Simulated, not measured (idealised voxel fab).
The name of this process module is voxel quadruple lines.
The figure presents cross-section cut, which has a width of 245 nm and is divided into square cells with an edge length of 5 nm.
If you're reading a cross-section in this doc, picture square cells in a grid; it comes to you as bands, top ones listed first down to the bottom, and a band can be one or more rows of cells. Heights first: top, then bottom, in nm. Then materials, left to right, each with a width in nm. "full width" on a single material: fills the band edge to edge. "air": empty space. Zero point of the height axis is 0; under it, received wafer = one material. Lowest band: continues down indefinitely, "0 nm and below". When a width is written as two numbers, as in "30 to 40", the first number is the width in the top row of cells of the band and the second is the width in its bottom row, and the width changes by the same amount from each row to the next. Take "left unchanged" at face value: in the step it is given for, the cross-section changed in none of its cells. In the "Sealed voids" entry, you get each enclosed empty space of 8 cells or more, one with no open way to the top, written width x height at distance, distance from the left edge, in nm. Note: text after step settings on the step line = simulator remark on that step. "overlay nm" on a masked step: distance the mask lay right of its planned place, negative for left.

Set out below are the planned steps of the process:
| 1 | RECEIVE: material Si |
| 2 | CONFORMAL_DEP: material Al2O3, thk nm 10 |
| 3 | DIRECTIONAL_DEP: material TiN, thk nm 10 |
| 4 | DIRECTIONAL_DEP: material polySi, thk nm 15 |
| 5 | DIRECTIONAL_DEP: material aC, thk nm 25 |
| 6 | PATTERN: tone cover, mask id MANDREL, material resist, width nm 25, pitch nm 80, thk nm 35, overlay nm 0 |
| 7 | DIRECTIONAL_ETCH: etch materials aC, depth nm 25 |
| 8 | STRIP: etch materials resist |
| 9 | CONFORMAL_DEP: material SiO2, thk nm 15 |
| 10 | DIRECTIONAL_ETCH: etch materials SiO2, depth nm 15 |
| 11 | STRIP: etch materials aC |
| 12 | DIRECTIONAL_ETCH: etch materials polySi, depth nm 15 |
| 13 | STRIP: etch materials SiO2 |
| 14 | CONFORMAL_DEP: material SiN, thk nm 5 |
| 15 | DIRECTIONAL_ETCH: etch materials SiN, depth nm 5 |
| 16 | STRIP: etch materials polySi |
| 17 | DIRECTIONAL_ETCH: etch materials TiN, depth nm 10 |
| 18 | STRIP: etch materials SiN |

So this is the incoming wafer in cross-section - it's already been through step 1:
> 0 nm and below  Si full width
> Sealed voids: none

First of two wafers, end-of-module section, run followed plan:
> 20 nm to 10 nm  air: 50  TiN: 5  air: 15  TiN: 5  air: 15  TiN: 5  air: 15  TiN: 5  air: 15  TiN: 5  air: 15  TiN: 5  air: 15  TiN: 5  air: 15  TiN: 5  air: 50
> 10 nm to 0 nm  Al2O3 full width
> 0 nm and below  Si full width
> Sealed voids: none

Cross-section at end of module for the second wafer of two, which matched the first in starting point and plan and differed by one mistake in its processing:
> 20 nm to 10 nm  air: 55  TiN: 5  air: 15  TiN: 5  air: 10  TiN: 5  air: 15  TiN: 5  air: 20  TiN: 5  air: 15  TiN: 5  air: 10  TiN: 5  air: 15  TiN: 5  air: 50
> 10 nm to 0 nm  Al2O3 full width
> 0 nm and below  Si full width
> Sealed voids: none
Run error: the process deviated at step 6: the operation and settings actually run there were PATTERN: tone cover, mask id MANDREL, material resist, width nm 20, pitch nm 80, thk nm 35, overlay nm 0
The concluding comparison shows that, measured in cells, each material is equally abundant on both wafers, albeit at different positions.
